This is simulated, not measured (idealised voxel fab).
process module | voxel double patterning
cross-section cut | 190 nm wide | cells 5 nm
A cross-section is a grid of square cells, given in bands from the top down. A band is one or more rows of cells.
Each band's line starts with the height of the band's top and of its bottom, in nm. Then come its materials from left to right, each with its width in nm. One material with "throughout" fills the band from edge to edge. "air" is empty space.
Height 0 is the level under which the wafer as received is all one material. The lowest band goes on downwards, as in "0 down".
A width such as "30 to 40" changes by the same amount from each row of cells to the next, from the band's top row to its bottom row.
"no change" after a step means that no cell of the cross-section changed.
closed voids: empty space of 8 cells or more with no open way to the top, each as width x height at its distance from the left edge, in nm
after a step's settings: what the simulator itself notes on the step
overlay nm, on a step with a mask: how far to the right of its planned place the mask lay; to the left if negative
plan
1 op RECEIVE | material Si
2 op CONFORMAL_DEP | material SiO2 | thk nm 5
3 op DIRECTIONAL_DEP | material polySi | thk nm 10
4 op DIRECTIONAL_DEP | material SiCN | thk nm 5
5 op DIRECTIONAL_DEP | material aC | thk nm 15
6 op PATTERN | tone open | mask id FIRST | material resist | width nm 15 | pitch nm 50 | thk nm 35 | overlay nm 0
7 op DIRECTIONAL_ETCH | etch materials aC | depth nm 15
8 op STRIP | etch materials resist
9 op DIRECTIONAL_ETCH | etch materials SiCN | depth nm 5
10 op STRIP | etch materials aC
11 op MASKED_ETCH | tone open | mask id SECOND | width nm 15 | pitch nm 50 | etch materials SiCN | depth nm 5 | overlay nm 0
12 op DIRECTIONAL_ETCH | etch materials polySi | depth nm 10
13 op STRIP | etch materials SiCN
as received, after step 1
  0 down: Si throughout
  closed voids: none
a wafer at the end: this start, this plan, one mistake
  15 to 10: SiO2 throughout
  10 to 0: polySi throughout
  0 down: Si throughout
  closed voids: none
what went wrong: steps 2 and 3 were swapped
